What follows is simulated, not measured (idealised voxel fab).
Name of the process module below: voxel plated lines
It is cross-section cut that appears here, measuring 225 nm in width, its square cells being 5 nm in size.
We lay out every cross-section as a grid of square cells and spell it out in bands from the top down, where one band means one or more rows of cells.
Heights first: top, then bottom, in nm. Then materials, left to right, each with a width in nm. "all across" on a single material: fills the band edge to edge. "empty": empty space.
Basically, 0 is our baseline, since under it the wafer straight out of the box is all one material. The bottom band has no lower end and keeps on going down, so it looks like "0 -> down".
Quick explanation for "30->40": the width changes in equal steps down the rows of cells, from the first number in the band's top row to the second number in its bottom row.
For the purposes of this document, the phrase "no change" attached to a step denotes that no cell within the cross-section was modified by that step.
So "Closed empty spaces" is basically the list of trapped voids: any empty space of 8 cells or more that can't reach the top through an opening. They're written width x height at distance, the distance being from the left edge, and it's all nm.
Text after the settings on a step's line: the simulator's own remark on that step.
overlay nm: right-of-plan distance of the mask on a masked step; negative values mean left-of-plan.
### The process steps that were planned are listed below
1. RECEIVE with material Si
2. CONFORMAL_DEP with material Al2O3, thk nm 10
3. DIRECTIONAL_DEP with material TiN, thk nm 5
4. PATTERN with tone open, mask id LINES, material resist, width nm 15, pitch nm 35, thk nm 40, overlay nm 0
5. EPI with material Ru, thk nm 10
6. EPI with material Ru, thk nm 5
7. EPI with material Ru, thk nm 10
8. STRIP with etch materials resist
9. DIRECTIONAL_ETCH with etch materials TiN, depth nm 5
10. CONFORMAL_DEP with material SiN, thk nm 5
### Cross-section of the wafer as it came to us, i.e., already through step 1
* 0 -> down = Si all across
* Closed empty spaces: none
### Here's the cross-section of the first of our two wafers at the end of the module - it ran as planned
* 45 -> 40 = empty 80 nm, then SiN 25 nm, then empty 10 nm, then SiN 25 nm, then empty 85 nm
* 40 -> 15 = empty 80 nm, then SiN 5 nm, then Ru 15 nm, then SiN 5 nm, then empty 10 nm, then SiN 5 nm, then Ru 15 nm, then SiN 5 nm, then empty 85 nm
* 15 -> 10 = SiN 85 nm, then TiN 15 nm, then SiN 20 nm, then TiN 15 nm, then SiN 90 nm
* 10 -> 0 = Al2O3 all across
* 0 -> down = Si all across
* Closed empty spaces: none
### Wafer two (of two), end-of-module cross-section: start = wafer one, plan = wafer one, one run mistake
* 20 -> 15 = SiN all across
* 15 -> 5 = Al2O3 all across
* 5 -> 0 = TiN all across
* 0 -> down = Si all across
* Closed empty spaces: none
Finding, execution versus plan: ran 2 and 3 in swapped order versus the plan
at the end the second wafer has, in cells: Ru -30; SiN -24; TiN +39
